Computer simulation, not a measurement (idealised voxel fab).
Module name: voxel capacitor over wiring (process module)
Square cell edge 5 nm, section width 260 nm, ID cut.
How to read a cross-section here: the picture is a grid of square cells, written as bands going from the top down, and any band can span one or more rows of cells. Per band: top height and bottom height in nm, followed by the left-to-right materials and their widths in nm; "full width" marks a single material spanning edge to edge, "air" marks empty space. It should be noted that heights are counted from 0, beneath which the wafer as supplied is of one material throughout, and that the lowest band possesses no lower boundary but continues downward, as written in "top 0, no bottom". So if you see something like "30..40" for the width, read it as the top row of the band sitting at the first number and the bottom row at the second, with every row in between moving by the same amount as the last. The designation "no change", where it is given for a processing step, indicates that no cell of the cross-section was altered in the course of that step. You'll see "Sealed-off cavities" listing empty spaces that have no way open to the top, as long as they're 8 cells or more; the notation is width x height at distance, where the distance is from the left edge, and all of it is in nm. Note: text after step settings on the step line = simulator remark on that step. "overlay nm" answers the question of how far to the right of plan the mask lay on a step that has a mask, and when it is negative the answer is to the left.
**List of planned process steps**
| 1 | RECEIVE with material Si |
| 2 | CONFORMAL_DEP with material SiO2, thk nm 15 |
| 3 | DIRECTIONAL_DEP with material TiN, thk nm 5 |
| 4 | DIRECTIONAL_DEP with material Ru, thk nm 25 |
| 5 | PATTERN with tone cover, mask id METAL_1, material resist, width nm 25, pitch nm 95, thk nm 15, overlay nm 0 |
| 6 | DIRECTIONAL_ETCH with etch materials Ru, depth nm 25 |
| 7 | DIRECTIONAL_ETCH with etch materials TiN, depth nm 5 |
| 8 | STRIP with etch materials resist |
| 9 | FILL_DEP with material SiO2, thk nm 5 |
| 10 | CMP with height nm 45 |
| 11 | CONFORMAL_DEP with material SiCN, thk nm 5 |
| 12 | DIRECTIONAL_DEP with material SiO2, thk nm 10 |
| 13 | DIRECTIONAL_DEP with material aC, thk nm 10 |
| 14 | PATTERN with tone open, mask id PLUG_1, material resist, width nm 15, thk nm 25, overlay nm 0 |
| 15 | DIRECTIONAL_ETCH with etch materials aC, depth nm 10 |
| 16 | STRIP with etch materials resist |
| 17 | DIRECTIONAL_ETCH with etch materials SiO2, depth nm 10 |
| 18 | DIRECTIONAL_ETCH with etch materials SiCN, depth nm 5 |
| 19 | STRIP with etch materials aC |
| 20 | EPI with material Ru, thk nm 10 |
| 21 | EPI with material Ru, thk nm 5 |
| 22 | DIRECTIONAL_DEP with material TiN, thk nm 5 |
| 23 | DIRECTIONAL_DEP with material Al2O3, thk nm 5 |
| 24 | DIRECTIONAL_DEP with material TiN, thk nm 5 |
| 25 | MASKED_ETCH with tone cover, mask id UPPER_PLATE, width nm 75, etch materials TiN, depth nm 5, overlay nm 0 |
| 26 | MASKED_ETCH with tone cover, mask id UPPER_PLATE, width nm 75, etch materials Al2O3, depth nm 5, overlay nm 0 |
| 27 | DIRECTIONAL_DEP with material aC, thk nm 15 |
| 28 | PATTERN with tone cover, mask id LOWER_PLATE, material resist, width nm 85, thk nm 30, overlay nm 0 |
| 29 | DIRECTIONAL_ETCH with etch materials aC, depth nm 15 |
| 30 | STRIP with etch materials resist |
| 31 | DIRECTIONAL_ETCH with etch materials TiN, depth nm 5 |
| 32 | STRIP with etch materials aC |
| 33 | FILL_DEP with material SiO2, thk nm 15 |
| 34 | CMP with height nm 85 |
| 35 | MASKED_ETCH with tone open, mask id PLUG_2, width nm 15, etch materials SiO2, depth nm 10, overlay nm 0 |
| 36 | CONFORMAL_DEP with material TiN, thk nm 5 |
| 37 | FILL_DEP with material W, thk nm 5 |
| 38 | CMP with height nm 85 |
| 39 | CONFORMAL_DEP with material SiN, thk nm 5 |
**The first of the two wafers, which ran as planned**
**Shown in cross-section is the wafer as received, that is, as it stands after step 1**
    top 0, no bottom  Si full width
    Sealed-off cavities: none
**Step 2 done - wafer cross-section**
    top 15, bottom 0  SiO2 full width
    All layers under 0 are left as they were.
**Step 3 done - wafer cross-section**
    top 20, bottom 15  TiN full width
    All layers under 15 are left as they were.
**Step 4 done - wafer cross-section**
    top 45, bottom 20  Ru full width
    All layers under 20 are left as they were.
**Step 5 done - wafer cross-section**
    top 60, bottom 45  70 air / 25 resist / 70 air / 25 resist / 70 air
    All layers under 45 are left as they were.
**Step 6 done - wafer cross-section**
    top 60, bottom 45  70 air / 25 resist / 70 air / 25 resist / 70 air
    top 45, bottom 20  70 air / 25 Ru / 70 air / 25 Ru / 70 air
    All layers under 20 are left as they were.
**Step 7 done - wafer cross-section**
    top 60, bottom 45  70 air / 25 resist / 70 air / 25 resist / 70 air
    top 45, bottom 20  70 air / 25 Ru / 70 air / 25 Ru / 70 air
    top 20, bottom 15  70 air / 25 TiN / 70 air / 25 TiN / 70 air
    All layers under 15 are left as they were.
**Step 8 done - wafer cross-section**
    top 45, bottom 20  70 air / 25 Ru / 70 air / 25 Ru / 70 air
    All layers under 20 are left as they were.
**Step 9 done - wafer cross-section**
    top 50, bottom 45  SiO2 full width
    top 45, bottom 20  70 SiO2 / 25 Ru / 70 SiO2 / 25 Ru / 70 SiO2
    top 20, bottom 15  70 SiO2 / 25 TiN / 70 SiO2 / 25 TiN / 70 SiO2
    All layers under 15 are left as they were.
**Step 10 done - wafer cross-section**
    top 45, bottom 20  70 SiO2 / 25 Ru / 70 SiO2 / 25 Ru / 70 SiO2
    All layers under 20 are left as they were.
**Step 11 done - wafer cross-section**
    top 50, bottom 45  SiCN full width
    All layers under 45 are left as they were.
**Step 12 done - wafer cross-section**
    top 60, bottom 50  SiO2 full width
    All layers under 50 are left as they were.
**Step 13 done - wafer cross-section**
    top 70, bottom 60  aC full width
    All layers under 60 are left as they were.
**Step 14 done - wafer cross-section**
    top 95, bottom 70  80 resist / 15 air / 165 resist
    All layers under 70 are left as they were.
**Step 15 done - wafer cross-section**
    top 85, bottom 70  80 resist / 15 air / 165 resist
    top 70, bottom 60  80 aC / 15 air / 165 aC
    All layers under 60 are left as they were.
**Step 16 done - wafer cross-section**
    top 70, bottom 60  80 aC / 15 air / 165 aC
    All layers under 60 are left as they were.
**Step 17 done - wafer cross-section**
    top 70, bottom 60  80 aC / 15 air / 165 aC
    top 60, bottom 50  80 SiO2 / 15 air / 165 SiO2
    All layers under 50 are left as they were.
**Step 18 done - wafer cross-section**
    top 70, bottom 60  80 aC / 15 air / 165 aC
    top 60, bottom 50  80 SiO2 / 15 air / 165 SiO2
    top 50, bottom 45  80 SiCN / 15 air / 165 SiCN
    All layers under 45 are left as they were.
**Step 19 done - wafer cross-section**
    top 60, bottom 50  80 SiO2 / 15 air / 165 SiO2
    All layers under 50 are left as they were.
**Step 20 done - wafer cross-section**
    top 60, bottom 55  80 SiO2 / 15 air / 165 SiO2
    top 55, bottom 50  80 SiO2 / 15 Ru / 165 SiO2
    top 50, bottom 45  80 SiCN / 15 Ru / 165 SiCN
    All layers under 45 are left as they were.
**Step 21 done - wafer cross-section**
    top 60, bottom 50  80 SiO2 / 15 Ru / 165 SiO2
    All layers under 50 are left as they were.
**Step 22 done - wafer cross-section**
    top 65, bottom 60  TiN full width
    All layers under 60 are left as they were.
**Step 23 done - wafer cross-section**
    top 70, bottom 65  Al2O3 full width
    All layers under 65 are left as they were.
**Step 24 done - wafer cross-section**
    top 75, bottom 70  TiN full width
    All layers under 70 are left as they were.
**Step 25 done - wafer cross-section**
    top 75, bottom 70  80 air / 75 TiN / 105 air
    All layers under 70 are left as they were.
**Step 26 done - wafer cross-section**
    top 75, bottom 70  80 air / 75 TiN / 105 air
    top 70, bottom 65  80 air / 75 Al2O3 / 105 air
    All layers under 65 are left as they were.
**Step 27 done - wafer cross-section**
    top 90, bottom 80  80 air / 75 aC / 105 air
    top 80, bottom 75  aC full width
    top 75, bottom 70  80 aC / 75 TiN / 105 aC
    top 70, bottom 65  80 aC / 75 Al2O3 / 105 aC
    All layers under 65 are left as they were.
**Step 28 done - wafer cross-section**
    top 120, bottom 90  75 air / 85 resist / 100 air
    top 90, bottom 80  75 air / 5 resist / 75 aC / 5 resist / 100 air
    All layers under 80 are left as they were.
**Step 29 done - wafer cross-section**
    top 105, bottom 90  75 air / 85 resist / 100 air
    top 90, bottom 80  75 air / 5 resist / 75 aC / 5 resist / 100 air
    top 80, bottom 75  75 air / 85 aC / 100 air
    top 75, bottom 70  75 air / 5 aC / 75 TiN / 5 aC / 100 air
    top 70, bottom 65  75 air / 5 aC / 75 Al2O3 / 5 aC / 100 air
    All layers under 65 are left as they were.
**Step 30 done - wafer cross-section**
    top 90, bottom 80  80 air / 75 aC / 105 air
    All layers under 80 are left as they were.
**Step 31 done - wafer cross-section**
    top 90, bottom 80  80 air / 75 aC / 105 air
    top 80, bottom 75  75 air / 85 aC / 100 air
    top 75, bottom 70  75 air / 5 aC / 75 TiN / 5 aC / 100 air
    top 70, bottom 65  75 air / 5 aC / 75 Al2O3 / 5 aC / 100 air
    top 65, bottom 60  75 air / 85 TiN / 100 air
    All layers under 60 are left as they were.
**Step 32 done - wafer cross-section**
    top 75, bottom 70  80 air / 75 TiN / 105 air
    top 70, bottom 65  80 air / 75 Al2O3 / 105 air
    All layers under 65 are left as they were.
**Step 33 done - wafer cross-section**
    top 90, bottom 75  SiO2 full width
    top 75, bottom 70  80 SiO2 / 75 TiN / 105 SiO2
    top 70, bottom 65  80 SiO2 / 75 Al2O3 / 105 SiO2
    top 65, bottom 60  75 SiO2 / 85 TiN / 100 SiO2
    All layers under 60 are left as they were.
**Step 34 done - wafer cross-section**
    top 85, bottom 75  SiO2 full width
    All layers under 75 are left as they were.
**Step 35 done - wafer cross-section**
    top 85, bottom 75  90 SiO2 / 15 air / 155 SiO2
    All layers under 75 are left as they were.
**Step 36 done - wafer cross-section**
    top 90, bottom 85  95 TiN / 5 air / 160 TiN
    top 85, bottom 80  90 SiO2 / 5 TiN / 5 air / 5 TiN / 155 SiO2
    top 80, bottom 70  90..80 SiO2 / 15..75 TiN / 155..105 SiO2
    All layers under 70 are left as they were.
**Step 37 done - wafer cross-section**
    top 95, bottom 90  W full width
    top 90, bottom 85  95 TiN / 5 W / 160 TiN
    top 85, bottom 80  90 SiO2 / 5 TiN / 5 W / 5 TiN / 155 SiO2
    All layers under 80 are left as they were.
**Step 38 done - wafer cross-section**
    top 85, bottom 80  90 SiO2 / 5 TiN / 5 W / 5 TiN / 155 SiO2
    All layers under 80 are left as they were.
**Step 39 done - wafer cross-section**
    top 90, bottom 85  SiN full width
    All layers under 85 are left as they were.
**The second wafer was prepared from the same starting point and under the same plan as the first; its processing contained one mistake, and it remains indistinguishable from the first wafer up to and including step 2**
Second wafer, cross-section, planned end of step 3: no change
**Second wafer, cross-section, planned end of step 4**
    top 40, bottom 15  Ru full width
    All layers under 15 are left as they were.
**Second wafer, cross-section, planned end of step 5**
    top 55, bottom 40  70 air / 25 resist / 70 air / 25 resist / 70 air
    All layers under 40 are left as they were.
**Second wafer, cross-section, planned end of step 6**
    top 55, bottom 40  70 air / 25 resist / 70 air / 25 resist / 70 air
    top 40, bottom 15  70 air / 25 Ru / 70 air / 25 Ru / 70 air
    All layers under 15 are left as they were.
Second wafer, cross-section, planned end of step 7: no change
**Second wafer, cross-section, planned end of step 8**
    top 40, bottom 15  70 air / 25 Ru / 70 air / 25 Ru / 70 air
    All layers under 15 are left as they were.
**Second wafer, cross-section, planned end of step 9**
    top 45, bottom 40  SiO2 full width
    top 40, bottom 15  70 SiO2 / 25 Ru / 70 SiO2 / 25 Ru / 70 SiO2
    All layers under 15 are left as they were.
Second wafer, cross-section, planned end of step 10: no change
**Second wafer, cross-section, planned end of step 11**
    top 50, bottom 45  SiCN full width
    All layers under 45 are left as they were.
**Second wafer, cross-section, planned end of step 12**
    top 60, bottom 50  SiO2 full width
    All layers under 50 are left as they were.
**Second wafer, cross-section, planned end of step 13**
    top 70, bottom 60  aC full width
    All layers under 60 are left as they were.
**Second wafer, cross-section, planned end of step 14**
    top 95, bottom 70  80 resist / 15 air / 165 resist
    All layers under 70 are left as they were.
**Second wafer, cross-section, planned end of step 15**
    top 85, bottom 70  80 resist / 15 air / 165 resist
    top 70, bottom 60  80 aC / 15 air / 165 aC
    All layers under 60 are left as they were.
**Second wafer, cross-section, planned end of step 16**
    top 70, bottom 60  80 aC / 15 air / 165 aC
    All layers under 60 are left as they were.
**Second wafer, cross-section, planned end of step 17**
    top 70, bottom 60  80 aC / 15 air / 165 aC
    top 60, bottom 50  80 SiO2 / 15 air / 165 SiO2
    All layers under 50 are left as they were.
**Second wafer, cross-section, planned end of step 18**
    top 70, bottom 60  80 aC / 15 air / 165 aC
    top 60, bottom 50  80 SiO2 / 15 air / 165 SiO2
    top 50, bottom 45  80 SiCN / 15 air / 165 SiCN
    All layers under 45 are left as they were.
**Second wafer, cross-section, planned end of step 19**
    top 60, bottom 50  80 SiO2 / 15 air / 165 SiO2
    All layers under 50 are left as they were.
Second wafer, cross-section, planned end of step 20: no change
Second wafer, cross-section, planned end of step 21: no change
**Second wafer, cross-section, planned end of step 22**
    top 65, bottom 60  80 TiN / 15 air / 165 TiN
    top 60, bottom 50  80 SiO2 / 15 air / 165 SiO2
    top 50, bottom 45  80 SiCN / 15 TiN / 165 SiCN
    All layers under 45 are left as they were.
**Second wafer, cross-section, planned end of step 23**
    top 70, bottom 65  80 Al2O3 / 15 air / 165 Al2O3
    top 65, bottom 60  80 TiN / 15 air / 165 TiN
    top 60, bottom 55  80 SiO2 / 15 air / 165 SiO2
    top 55, bottom 50  80 SiO2 / 15 Al2O3 / 165 SiO2
    All layers under 50 are left as they were.
**Second wafer, cross-section, planned end of step 24**
    top 75, bottom 70  80 TiN / 15 air / 165 TiN
    top 70, bottom 65  80 Al2O3 / 15 air / 165 Al2O3
    top 65, bottom 60  80 TiN / 15 air / 165 TiN
    top 60, bottom 55  80 SiO2 / 15 TiN / 165 SiO2
    All layers under 55 are left as they were.
**Second wafer, cross-section, planned end of step 25**
    top 75, bottom 70  95 air / 60 TiN / 105 air
    All layers under 70 are left as they were.
**Second wafer, cross-section, planned end of step 26**
    top 75, bottom 70  95 air / 60 TiN / 105 air
    top 70, bottom 65  95 air / 60 Al2O3 / 105 air
    All layers under 65 are left as they were.
**Second wafer, cross-section, planned end of step 27**
    top 90, bottom 80  95 air / 60 aC / 105 air
    top 80, bottom 75  80 aC / 15 air / 165 aC
    top 75, bottom 70  95 aC / 60 TiN / 105 aC
    top 70, bottom 65  95 aC / 60 Al2O3 / 105 aC
    top 65, bottom 60  80 TiN / 15 aC / 165 TiN
    All layers under 60 are left as they were.
**Second wafer, cross-section, planned end of step 28**
    top 120, bottom 90  75 air / 85 resist / 100 air
    top 90, bottom 80  75 air / 20 resist / 60 aC / 5 resist / 100 air
    top 80, bottom 75  80 aC / 15 resist / 165 aC
    All layers under 75 are left as they were.
**Second wafer, cross-section, planned end of step 29**
    top 105, bottom 90  75 air / 85 resist / 100 air
    top 90, bottom 80  75 air / 20 resist / 60 aC / 5 resist / 100 air
    top 80, bottom 75  75 air / 5 aC / 15 resist / 65 aC / 100 air
    top 75, bottom 70  75 air / 20 aC / 60 TiN / 5 aC / 100 air
    top 70, bottom 65  75 air / 20 aC / 60 Al2O3 / 5 aC / 100 air
    All layers under 65 are left as they were.
**Second wafer, cross-section, planned end of step 30**
    top 90, bottom 80  95 air / 60 aC / 105 air
    top 80, bottom 75  75 air / 5 aC / 15 air / 65 aC / 100 air
    All layers under 75 are left as they were.
**Second wafer, cross-section, planned end of step 31**
    top 90, bottom 80  95 air / 60 aC / 105 air
    top 80, bottom 75  75 air / 5 aC / 15 air / 65 aC / 100 air
    top 75, bottom 70  75 air / 20 aC / 60 TiN / 5 aC / 100 air
    top 70, bottom 65  75 air / 20 aC / 60 Al2O3 / 5 aC / 100 air
    top 65, bottom 60  75 air / 5 TiN / 15 aC / 65 TiN / 100 air
    All layers under 60 are left as they were.
**Second wafer, cross-section, planned end of step 32**
    top 75, bottom 70  95 air / 60 TiN / 105 air
    top 70, bottom 65  95 air / 60 Al2O3 / 105 air
    top 65, bottom 60  75 air / 5 TiN / 15 air / 65 TiN / 100 air
    All layers under 60 are left as they were.
**Second wafer, cross-section, planned end of step 33**
    top 90, bottom 75  SiO2 full width
    top 75, bottom 70  95 SiO2 / 60 TiN / 105 SiO2
    top 70, bottom 65  95 SiO2 / 60 Al2O3 / 105 SiO2
    top 65, bottom 60  75 SiO2 / 5 TiN / 15 SiO2 / 65 TiN / 100 SiO2
    All layers under 60 are left as they were.
**Second wafer, cross-section, planned end of step 34**
    top 85, bottom 75  SiO2 full width
    All layers under 75 are left as they were.
**Second wafer, cross-section, planned end of step 35**
    top 85, bottom 75  90 SiO2 / 15 air / 155 SiO2
    All layers under 75 are left as they were.
**Second wafer, cross-section, planned end of step 36**
    top 90, bottom 85  95 TiN / 5 air / 160 TiN
    top 85, bottom 80  90 SiO2 / 5 TiN / 5 air / 5 TiN / 155 SiO2
    top 80, bottom 70  90..95 SiO2 / 15..60 TiN / 155..105 SiO2
    All layers under 70 are left as they were.
**Second wafer, cross-section, planned end of step 37**
    top 95, bottom 90  W full width
    top 90, bottom 85  95 TiN / 5 W / 160 TiN
    top 85, bottom 80  90 SiO2 / 5 TiN / 5 W / 5 TiN / 155 SiO2
    All layers under 80 are left as they were.
**Second wafer, cross-section, planned end of step 38**
    top 85, bottom 80  90 SiO2 / 5 TiN / 5 W / 5 TiN / 155 SiO2
    All layers under 80 are left as they were.
**Second wafer, cross-section, planned end of step 39**
    top 90, bottom 85  SiN full width
    All layers under 85 are left as they were.
Error vs. plan: plan step 3 never ran because it was skipped
Materials where the second wafer ends with more or fewer cells than the first: -9 Ru | +19 SiO2 | -10 TiN
